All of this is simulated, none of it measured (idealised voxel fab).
The name of this process module is voxel tone inversion.
Each square cell in cross-section cut measures 5 nm, and the section as a whole is 180 nm wide.
Bands, listed from the top down, are how a cross-section gets written in this document; the cross-section itself is a grid of square cells, and a band is one or more rows of them.
It is stipulated that each band's entry specify, in nanometres, the height of the top of the band and then that of its bottom, followed by the materials of the band in left-to-right sequence, each together with its width in nanometres. A single material marked by the word "throughout" is understood to fill the band from edge to edge; the word "blank" is understood to denote empty space.
Heads up on the height convention: 0 is the point under which the incoming wafer is all one material, and the lowest band has no bottom, it just keeps going down, like "0 down".
Read "30 to 40" as a graded width: first number on top, second number at the bottom, same change between each pair of neighbouring rows.
When a step is marked "left unchanged", none of the cells in the cross-section changed during that step.
Each empty space that has no open way to the top and spans at least 8 cells appears under "Enclosed cavity list" as width x height at distance, the distance counted from the left edge, all in nm.
What comes after the settings on a step's line is commentary from the simulator itself on that step.
The line of a step may include "overlay nm". On a step with a mask, this value is how far to the right of its planned place the mask lay. A negative value means the mask lay to the left.

**These are the steps we planned for the process**
1: RECEIVE (material Si)
2: CONFORMAL_DEP (material SiN; thk nm 5)
3: DIRECTIONAL_DEP (material aC; thk nm 15)
4: PATTERN (tone cover; mask id POSTS; material resist; width nm 20; pitch nm 35; thk nm 25; overlay nm 0)
5: DIRECTIONAL_ETCH (etch materials aC; depth nm 15)
6: STRIP (etch materials resist)
7: FILL_DEP (material SiO2; thk nm 5)
8: CMP (height nm 20)
9: STRIP (etch materials aC)

**Received-state cross-section, reflecting completion of step 1**
  0 down  Si throughout
  Enclosed cavity list: none

**Cross-sectional view of the first of the two wafers upon completion of the module, processed in accordance with the plan**
  20 to 5  45 nm SiO2 / 20 nm blank / 15 nm SiO2 / 20 nm blank / 15 nm SiO2 / 20 nm blank / 45 nm SiO2
  5 to 0  SiN throughout
  0 down  Si throughout
  Enclosed cavity list: none

**Wafer two cross-section, module end. Start and plan unchanged from wafer one; one mistake made during the run**
  20 to 5  35 nm SiO2 / 20 nm blank / 15 nm SiO2 / 20 nm blank / 15 nm SiO2 / 20 nm blank / 55 nm SiO2
  5 to 0  SiN throughout
  0 down  Si throughout
  Enclosed cavity list: none
Error vs. plan: step 4 was run on a setting that differed from the plan, and what really ran there is PATTERN (tone cover; mask id POSTS; material resist; width nm 20; pitch nm 35; thk nm 25; overlay nm -10)
Upon completion, the cell count for each material on the second wafer equals that on the first, whereas the spatial distribution of those cells differs.
